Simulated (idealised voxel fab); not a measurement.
Presented below is a process module, voxel self aligned contacts.
Xsec cut, 175 nm wide, square cell size 5 nm.
Each cross-section below is a grid of square cells, stated as bands in top-down order, with one or more rows of cells making up each band.
Look at the band entry: it leads with the top's height and the bottom's height in nm. Then it lists the materials left to right, with a width in nm for each. The word "throughout" on a single material says that material fills the band edge to edge. The word "empty" is empty space.
All heights in this document are referenced to 0, defined as the level beneath which the wafer, as received, consists entirely of one material. The lowest band is not bounded below; it extends indefinitely downward and is written in the form "from 0 down".
So if you see something like "30..40" for the width, read it as the top row of the band sitting at the first number and the bottom row at the second, with every row in between moving by the same amount as the last.
"remained unchanged" -> step changed no cross-section cell.
Closed-off voids of 8+ cells (no open route to the top) go in "Enclosed void inventory", written width x height at distance from the left edge, in nm.
If you see something after the settings on a step's line, that's the simulator's own remark about that step.
"overlay nm" denotes, for a step that has a mask, the displacement of the mask to the right of its planned place, with negative values corresponding to the left.
[The planned process steps are enumerated hereunder]
1 RECEIVE | material Si
2 CONFORMAL_DEP | material SiO2 | thk nm 5
3 DIRECTIONAL_DEP | material polySi | thk nm 25
4 DIRECTIONAL_DEP | material SiN | thk nm 15
5 DIRECTIONAL_DEP | material aC | thk nm 10
6 PATTERN | tone cover | mask id GATE | material resist | width nm 25 | pitch nm 60 | thk nm 25 | overlay nm 0
7 DIRECTIONAL_ETCH | etch materials aC | depth nm 10
8 STRIP | etch materials resist
9 DIRECTIONAL_ETCH | etch materials SiN | depth nm 15
10 DIRECTIONAL_ETCH | etch materials polySi | depth nm 25
11 STRIP | etch materials aC
12 CONFORMAL_DEP | material SiN | thk nm 5
13 DIRECTIONAL_ETCH | etch materials SiN | depth nm 5
14 FILL_DEP | material SiO2 | thk nm 15
15 CMP | height nm 50
16 MASKED_ETCH | tone open | mask id CONTACT | width nm 45 | etch materials SiO2 | depth nm 50 | overlay nm 0
17 CONFORMAL_DEP | material TiN | thk nm 5
18 FILL_DEP | material W | thk nm 5
19 CMP | height nm 50
20 CONFORMAL_DEP | material SiCN | thk nm 5
[Wafer, first of two, run as planned]
[Wafer at receipt (post step 1), cross-section]
	from 0 down  Si throughout
	Enclosed void inventory: none
[Cross-section through the wafer, step 2 finished]
	from 5 to 0  SiO2 throughout
	Nothing below the height 0 has changed.
[Cross-section through the wafer, step 3 finished]
	from 30 to 5  polySi throughout
	Nothing below the height 5 has changed.
[Cross-section through the wafer, step 4 finished]
	from 45 to 30  SiN throughout
	Nothing below the height 30 has changed.
[Cross-section through the wafer, step 5 finished]
	from 55 to 45  aC throughout
	Nothing below the height 45 has changed.
[Cross-section through the wafer, step 6 finished]
	from 80 to 55  empty (45), then resist (25), then empty (35), then resist (25), then empty (45)
	Nothing below the height 55 has changed.
[Cross-section through the wafer, step 7 finished]
	from 70 to 55  empty (45), then resist (25), then empty (35), then resist (25), then empty (45)
	from 55 to 45  empty (45), then aC (25), then empty (35), then aC (25), then empty (45)
	Nothing below the height 45 has changed.
[Cross-section through the wafer, step 8 finished]
	from 55 to 45  empty (45), then aC (25), then empty (35), then aC (25), then empty (45)
	Nothing below the height 45 has changed.
[Cross-section through the wafer, step 9 finished]
	from 55 to 45  empty (45), then aC (25), then empty (35), then aC (25), then empty (45)
	from 45 to 30  empty (45), then SiN (25), then empty (35), then SiN (25), then empty (45)
	Nothing below the height 30 has changed.
[Cross-section through the wafer, step 10 finished]
	from 55 to 45  empty (45), then aC (25), then empty (35), then aC (25), then empty (45)
	from 45 to 30  empty (45), then SiN (25), then empty (35), then SiN (25), then empty (45)
	from 30 to 5  empty (45), then polySi (25), then empty (35), then polySi (25), then empty (45)
	Nothing below the height 5 has changed.
[Cross-section through the wafer, step 11 finished]
	from 45 to 30  empty (45), then SiN (25), then empty (35), then SiN (25), then empty (45)
	Nothing below the height 30 has changed.
[Cross-section through the wafer, step 12 finished]
	from 50 to 30  empty (40), then SiN (35), then empty (25), then SiN (35), then empty (40)
	from 30 to 10  empty (40), then SiN (5), then polySi (25), then SiN (5), then empty (25), then SiN (5), then polySi (25), then SiN (5), then empty (40)
	from 10 to 5  SiN (45), then polySi (25), then SiN (35), then polySi (25), then SiN (45)
	Nothing below the height 5 has changed.
[Cross-section through the wafer, step 13 finished]
	from 45 to 30  empty (40), then SiN (35), then empty (25), then SiN (35), then empty (40)
	from 30 to 5  empty (40), then SiN (5), then polySi (25), then SiN (5), then empty (25), then SiN (5), then polySi (25), then SiN (5), then empty (40)
	Nothing below the height 5 has changed.
[Cross-section through the wafer, step 14 finished]
	from 60 to 45  SiO2 throughout
	from 45 to 30  SiO2 (40), then SiN (35), then SiO2 (25), then SiN (35), then SiO2 (40)
	from 30 to 5  SiO2 (40), then SiN (5), then polySi (25), then SiN (5), then SiO2 (25), then SiN (5), then polySi (25), then SiN (5), then SiO2 (40)
	Nothing below the height 5 has changed.
[Cross-section through the wafer, step 15 finished]
	from 50 to 45  SiO2 throughout
	Nothing below the height 45 has changed.
[Cross-section through the wafer, step 16 finished]
	from 50 to 45  SiO2 (65), then empty (45), then SiO2 (65)
	from 45 to 30  SiO2 (40), then SiN (35), then empty (25), then SiN (35), then SiO2 (40)
	from 30 to 5  SiO2 (40), then SiN (5), then polySi (25), then SiN (5), then empty (25), then SiN (5), then polySi (25), then SiN (5), then SiO2 (40)
	from 5 to 0  SiO2 (75), then empty (25), then SiO2 (75)
	Nothing below the height 0 has changed.
[Cross-section through the wafer, step 17 finished]
	from 55 to 50  TiN (70), then empty (35), then TiN (70)
	from 50 to 45  SiO2 (65), then TiN (15), then empty (15), then TiN (15), then SiO2 (65)
	from 45 to 30  SiO2 (40), then SiN (35), then TiN (5), then empty (15), then TiN (5), then SiN (35), then SiO2 (40)
	from 30 to 5  SiO2 (40), then SiN (5), then polySi (25), then SiN (5), then TiN (5), then empty (15), then TiN (5), then SiN (5), then polySi (25), then SiN (5), then SiO2 (40)
	from 5 to 0  SiO2 (75), then TiN (25), then SiO2 (75)
	Nothing below the height 0 has changed.
[Cross-section through the wafer, step 18 finished]
	from 60 to 55  W throughout
	from 55 to 50  TiN (70), then W (35), then TiN (70)
	from 50 to 45  SiO2 (65), then TiN (15), then W (15), then TiN (15), then SiO2 (65)
	from 45 to 30  SiO2 (40), then SiN (35), then TiN (5), then W (15), then TiN (5), then SiN (35), then SiO2 (40)
	from 30 to 5  SiO2 (40), then SiN (5), then polySi (25), then SiN (5), then TiN (5), then W (15), then TiN (5), then SiN (5), then polySi (25), then SiN (5), then SiO2 (40)
	Nothing below the height 5 has changed.
[Cross-section through the wafer, step 19 finished]
	from 50 to 45  SiO2 (65), then TiN (15), then W (15), then TiN (15), then SiO2 (65)
	Nothing below the height 45 has changed.
[Cross-section through the wafer, step 20 finished]
	from 55 to 50  SiCN throughout
	Nothing below the height 50 has changed.
[The second wafer: identical to the first at the outset and in its planned sequence, differing only in that one mistake was made during processing; up to and including step 11, its path is the first wafer's path]
[Cross-sectional representation of the second wafer at the time designated in the plan for the completion of step 12]
	from 40 to 30  empty (45), then SiN (25), then empty (35), then SiN (25), then empty (45)
	Nothing below the height 30 has changed.
[Cross-sectional representation of the second wafer at the time designated in the plan for the completion of step 13]
	from 45 to 30  empty (40), then SiN (35), then empty (25), then SiN (35), then empty (40)
	from 30 to 10  empty (40), then SiN (5), then polySi (25), then SiN (5), then empty (25), then SiN (5), then polySi (25), then SiN (5), then empty (40)
	from 10 to 5  SiN (45), then polySi (25), then SiN (35), then polySi (25), then SiN (45)
	Nothing below the height 5 has changed.
[Cross-sectional representation of the second wafer at the time designated in the plan for the completion of step 14]
	from 60 to 45  SiO2 throughout
	from 45 to 30  SiO2 (40), then SiN (35), then SiO2 (25), then SiN (35), then SiO2 (40)
	from 30 to 10  SiO2 (40), then SiN (5), then polySi (25), then SiN (5), then SiO2 (25), then SiN (5), then polySi (25), then SiN (5), then SiO2 (40)
	Nothing below the height 10 has changed.
[Cross-sectional representation of the second wafer at the time designated in the plan for the completion of step 15]
	from 50 to 45  SiO2 throughout
	Nothing below the height 45 has changed.
[Cross-sectional representation of the second wafer at the time designated in the plan for the completion of step 16]
	from 50 to 45  SiO2 (65), then empty (45), then SiO2 (65)
	from 45 to 30  SiO2 (40), then SiN (35), then empty (25), then SiN (35), then SiO2 (40)
	from 30 to 10  SiO2 (40), then SiN (5), then polySi (25), then SiN (5), then empty (25), then SiN (5), then polySi (25), then SiN (5), then SiO2 (40)
	Nothing below the height 10 has changed.
[Cross-sectional representation of the second wafer at the time designated in the plan for the completion of step 17]
	from 55 to 50  TiN (70), then empty (35), then TiN (70)
	from 50 to 45  SiO2 (65), then TiN (15), then empty (15), then TiN (15), then SiO2 (65)
	from 45 to 30  SiO2 (40), then SiN (35), then TiN (5), then empty (15), then TiN (5), then SiN (35), then SiO2 (40)
	from 30 to 15  SiO2 (40), then SiN (5), then polySi (25), then SiN (5), then TiN (5), then empty (15), then TiN (5), then SiN (5), then polySi (25), then SiN (5), then SiO2 (40)
	from 15 to 10  SiO2 (40), then SiN (5), then polySi (25), then SiN (5), then TiN (25), then SiN (5), then polySi (25), then SiN (5), then SiO2 (40)
	Nothing below the height 10 has changed.
[Cross-sectional representation of the second wafer at the time designated in the plan for the completion of step 18]
	from 60 to 55  W throughout
	from 55 to 50  TiN (70), then W (35), then TiN (70)
	from 50 to 45  SiO2 (65), then TiN (15), then W (15), then TiN (15), then SiO2 (65)
	from 45 to 30  SiO2 (40), then SiN (35), then TiN (5), then W (15), then TiN (5), then SiN (35), then SiO2 (40)
	from 30 to 15  SiO2 (40), then SiN (5), then polySi (25), then SiN (5), then TiN (5), then W (15), then TiN (5), then SiN (5), then polySi (25), then SiN (5), then SiO2 (40)
	Nothing below the height 15 has changed.
[Cross-sectional representation of the second wafer at the time designated in the plan for the completion of step 19]
	from 50 to 45  SiO2 (65), then TiN (15), then W (15), then TiN (15), then SiO2 (65)
	Nothing below the height 45 has changed.
[Cross-sectional representation of the second wafer at the time designated in the plan for the completion of step 20]
	from 55 to 50  SiCN throughout
	Nothing below the height 50 has changed.
Deviation noted in wafer processing: steps 12 and 13 got flipped, so each one ran where the other should have
Looking at both finished wafers in cells, the second ends up ahead of or behind the first on some materials: +21 SiN; -11 SiO2; -4 TiN; -6 W
